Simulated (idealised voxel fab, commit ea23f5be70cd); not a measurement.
Name of the process module below: voxel released beams
The cross-section shown here is cut; it is 285 nm wide and divided into square cells measuring 5 nm on a side.
A cross-section is written here as square cells arranged in a grid, and it is given in bands from the top down, each band taking up one or more rows of cells.
Each band's line starts with the height of the band's top and of its bottom, in nm. Then come its materials from left to right, each with its width in nm. One material with "full width" fills the band from edge to edge. "blank" is empty space.
The level at which height equals 0 is the one under which the wafer, as it arrives, is entirely one material. No lower edge exists for the bottom band, which continues downward and is notated as in "z 0 and below".
The notation "30->40" denotes a width that varies across the rows of cells in the band, beginning at the first number in the top row, finishing at the second number in the bottom row, and changing by an identical amount from each row to the next.
The designation "changes: none", where it is given for a processing step, indicates that no cell of the cross-section was altered in the course of that step.
The entry "Encapsulated voids" lists the empty spaces that cover at least 8 cells and have no open path to the top. Each is written as width x height at distance, where the distance is measured from the left edge and all three values are in nm.
That trailing text on a step's line, after the settings, is the simulator's own remark on the step.
overlay nm: mask offset rightward from planned place, masked step; negative means leftward offset.

[plan]
1: RECEIVE [material Si]
2: CONFORMAL_DEP [material Al2O3] [thk nm 5]
3: DIRECTIONAL_DEP [material SiO2] [thk nm 10]
4: PATTERN [tone open] [mask id ANCHOR] [material resist] [width nm 35] [thk nm 15] [overlay nm 0]
5: DIRECTIONAL_ETCH [etch materials SiO2] [depth nm 20]
6: STRIP [etch materials resist]
7: CONFORMAL_DEP [material W] [thk nm 15]
8: MASKED_ETCH [tone cover] [mask id BEAM] [width nm 95] [etch materials W] [depth nm 15] [overlay nm 0]
9: STRIP [etch materials SiO2]
Variable across wafers: step 3 thk nm (plan value is that of the first wafer; starting state common to all).

[As-received state after step 1, first of several wafers, cross-section]
> z 0 and below | Si full width
> Encapsulated voids: none

[Quick key for the table: a row per wafer, taken at the end of the module. For each material it tells you how many cells the wafer gained (+) or lost (-) since it came in, and the closed voids come after]
thk nm 10, +57 Al2O3, +69 W, Encapsulated voids: none
thk nm 15, +57 Al2O3, +75 W, Encapsulated voids: none
thk nm 20, +57 Al2O3, +81 W, Encapsulated voids: none
thk nm 25, +57 Al2O3, Encapsulated voids: none
thk nm 30, +57 Al2O3, Encapsulated voids: none
thk nm 35, +57 Al2O3, Encapsulated voids: none
